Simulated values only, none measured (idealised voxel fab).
Process module name: voxel wiring stack
Each square cell in cross-section cut measures 5 nm, and the section as a whole is 270 nm wide.
A cross-section is written here as square cells arranged in a grid, and it is given in bands from the top down, each band taking up one or more rows of cells.
What a band's entry tells you: where the top is and where the bottom is, as heights in nm, and after that what lies inside, material by material from left to right, each with its width in nm. Empty space is written as the word "empty", and a single material marked with the word "everywhere" occupies the band from edge to edge.
For the purposes of this specification, 0 denotes the height below which the wafer in its as-received condition is composed wholly of one material, and the lowermost band, lacking a lower limit, extends downward without end, as expressed in "0 down".
Top row gets the first number, bottom row gets the second, and each row in between changes by the same step: that is how a band width like "30->40" works.
No cell of the cross-section changed in a step that is given as "remained the same".
Enclosed voids (no open way to top), threshold 8 cells or more, entry "Cavities, sealed", notation width x height at distance, distance from left edge, nm.
That trailing text on a step's line, after the settings, is the simulator's own remark on the step.
A step's line can hold "overlay nm"; with a mask on that step, the setting says how far right of the planned place the mask lay, while a negative setting says it lay to the left.
Planned step list for the process
1 RECEIVE | material Si
2 CONFORMAL_DEP | material SiO2 | thk nm 15
3 CONFORMAL_DEP | material SiN | thk nm 5
4 DIRECTIONAL_DEP | material lowk | thk nm 15
5 PATTERN | tone open | mask id METAL_1 | material resist | width nm 30 | pitch nm 60 | thk nm 20 | overlay nm 0
6 DIRECTIONAL_ETCH | etch materials lowk | depth nm 15
7 DIRECTIONAL_ETCH | etch materials SiN | depth nm 5
8 STRIP | etch materials resist
9 CONFORMAL_DEP | material TiN | thk nm 5
10 FILL_DEP | material Cu | thk nm 5
11 CMP | height nm 35
12 CONFORMAL_DEP | material SiCN | thk nm 5
13 DIRECTIONAL_DEP | material lowk | thk nm 30
14 DIRECTIONAL_DEP | material aC | thk nm 10
15 PATTERN | tone open | mask id METAL_2 | material resist | width nm 30 | pitch nm 60 | thk nm 25 | overlay nm 0
16 DIRECTIONAL_ETCH | etch materials aC | depth nm 10
17 STRIP | etch materials resist
18 DIRECTIONAL_ETCH | etch materials lowk | depth nm 20
19 STRIP | etch materials aC
20 MASKED_ETCH | tone open | mask id METAL_2_HOLES | width nm 15 | pitch nm 60 | etch materials lowk | depth nm 10 | overlay nm 0
21 MASKED_ETCH | tone open | mask id METAL_2_HOLES | width nm 15 | pitch nm 60 | etch materials SiCN | depth nm 5 | overlay nm 0
22 CONFORMAL_DEP | material TiN | thk nm 5
23 FILL_DEP | material Cu | thk nm 5
24 CMP | height nm 70
25 CONFORMAL_DEP | material SiCN | thk nm 5
26 DIRECTIONAL_DEP | material lowk | thk nm 30
27 DIRECTIONAL_DEP | material aC | thk nm 10
28 PATTERN | tone open | mask id METAL_3_HOLES | material resist | width nm 15 | pitch nm 120 | thk nm 25 | overlay nm 0
29 DIRECTIONAL_ETCH | etch materials aC | depth nm 10
30 STRIP | etch materials resist
31 DIRECTIONAL_ETCH | etch materials lowk | depth nm 30
32 STRIP | etch materials aC
33 DIRECTIONAL_DEP | material aC | thk nm 10
34 PATTERN | tone open | mask id METAL_3 | material resist | width nm 30 | pitch nm 60 | thk nm 25 | overlay nm 0
35 DIRECTIONAL_ETCH | etch materials aC | depth nm 10
36 STRIP | etch materials resist
37 DIRECTIONAL_ETCH | etch materials lowk | depth nm 15
38 DIRECTIONAL_ETCH | etch materials SiCN | depth nm 5
39 STRIP | etch materials aC
40 CONFORMAL_DEP | material TiN | thk nm 5
41 FILL_DEP | material Cu | thk nm 5
42 CMP | height nm 105
43 CONFORMAL_DEP | material SiCN | thk nm 5
As-received wafer cross-section (after step 1)
0 down  Si everywhere
Cavities, sealed: none
What the wafer looks like in cross-section after this module, when it starts as shown above and follows the plan above but one mistake is made in running it
110 to 105  SiCN everywhere
105 to 95  lowk (30), then TiN (5), then Cu (20), then TiN (5), then lowk (30), then TiN (5), then Cu (20), then TiN (5), then lowk (30), then TiN (5), then Cu (20), then TiN (5), then lowk (30), then TiN (5), then Cu (20), then TiN (5), then lowk (30)
95 to 90  lowk (30), then TiN (5), then Cu (5), then TiN (20), then lowk (30), then TiN (30), then lowk (30), then TiN (5), then Cu (5), then TiN (20), then lowk (30), then TiN (30), then lowk (30)
90 to 75  lowk (30), then TiN (5), then Cu (5), then TiN (5), then lowk (105), then TiN (5), then Cu (5), then TiN (5), then lowk (105)
75 to 70  SiCN (30), then TiN (15), then SiCN (105), then TiN (15), then SiCN (105)
70 to 55  lowk (30), then TiN (5), then Cu (20), then TiN (5), then lowk (30), then TiN (5), then Cu (20), then TiN (5), then lowk (30), then TiN (5), then Cu (20), then TiN (5), then lowk (30), then TiN (5), then Cu (20), then TiN (5), then lowk (30)
55 to 50  lowk (30), then TiN (5), then Cu (5), then TiN (20), then lowk (30), then TiN (5), then Cu (5), then TiN (20), then lowk (30), then TiN (5), then Cu (5), then TiN (20), then lowk (30), then TiN (5), then Cu (5), then TiN (20), then lowk (30)
50 to 40  lowk (30), then TiN (5), then Cu (5), then TiN (5), then lowk (45), then TiN (5), then Cu (5), then TiN (5), then lowk (45), then TiN (5), then Cu (5), then TiN (5), then lowk (45), then TiN (5), then Cu (5), then TiN (5), then lowk (45)
40 to 35  SiCN (30), then TiN (15), then SiCN (45), then TiN (15), then SiCN (45), then TiN (15), then SiCN (45), then TiN (15), then SiCN (45)
35 to 30  TiN (35), then Cu (20), then TiN (40), then Cu (20), then TiN (40), then Cu (20), then TiN (40), then Cu (20), then TiN (35)
30 to 20  lowk (30), then TiN (5), then Cu (20), then TiN (5), then lowk (30), then TiN (5), then Cu (20), then TiN (5), then lowk (30), then TiN (5), then Cu (20), then TiN (5), then lowk (30), then TiN (5), then Cu (20), then TiN (5), then lowk (30)
20 to 15  lowk (30), then TiN (30), then lowk (30), then TiN (30), then lowk (30), then TiN (30), then lowk (30), then TiN (30), then lowk (30)
15 to 0  SiO2 everywhere
0 down  Si everywhere
Cavities, sealed: none
Heads up, the wafer didn't run the way we planned it: step 3 of the plan: omitted, not performed
